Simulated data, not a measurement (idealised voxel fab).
process module | voxel double patterning
cross-section cut | 255 nm wide | cells 5 nm
A cross-section is a grid of square cells, given in bands from the top down. A band is one or more rows of cells.
Each band's line starts with the height of the band's top and of its bottom, in nm. Then come its materials from left to right, each with its width in nm. One material with "throughout" fills the band from edge to edge. "air" is empty space.
Height 0 is the level under which the wafer as received is all one material. The lowest band goes on downwards, as in "0 down".
A width such as "30 to 40" changes by the same amount from each row of cells to the next, from the band's top row to its bottom row.
"no change" after a step means that no cell of the cross-section changed.
closed voids: empty space of 8 cells or more with no open way to the top, each as width x height at its distance from the left edge, in nm
after a step's settings: what the simulator itself notes on the step
overlay nm, on a step with a mask: how far to the right of its planned place the mask lay; to the left if negative
plan
1 op RECEIVE | material Si
2 op CONFORMAL_DEP | material SiN | thk nm 10
3 op DIRECTIONAL_DEP | material SiO2 | thk nm 15
4 op DIRECTIONAL_DEP | material SiCN | thk nm 5
5 op DIRECTIONAL_DEP | material aC | thk nm 5
6 op PATTERN | tone open | mask id FIRST | material resist | width nm 15 | pitch nm 50 | thk nm 25 | overlay nm 0
7 op DIRECTIONAL_ETCH | etch materials aC | depth nm 10
8 op STRIP | etch materials resist
9 op DIRECTIONAL_ETCH | etch materials SiCN | depth nm 5
10 op STRIP | etch materials aC
11 op MASKED_ETCH | tone open | mask id SECOND | width nm 15 | etch materials SiCN | depth nm 5 | overlay nm 0
12 op DIRECTIONAL_ETCH | etch materials SiO2 | depth nm 15
13 op STRIP | etch materials SiCN
varied across the wafers: thk nm of step 5. The plan shows the first wafer's value. All wafers start alike
first wafer as received, after step 1
  0 down: Si throughout
  closed voids: none
each wafer at the end: cells of each material gained (+) or lost (-) since it was received, then its closed voids
thk nm 5 | +102 SiN | +126 SiO2 | closed voids: none
thk nm 10 | +102 SiN | +126 SiO2 | closed voids: none
thk nm 15 | +102 SiN | +144 SiO2 | closed voids: none
thk nm 20 | +102 SiN | +144 SiO2 | closed voids: none
thk nm 25 | +102 SiN | +144 SiO2 | closed voids: none
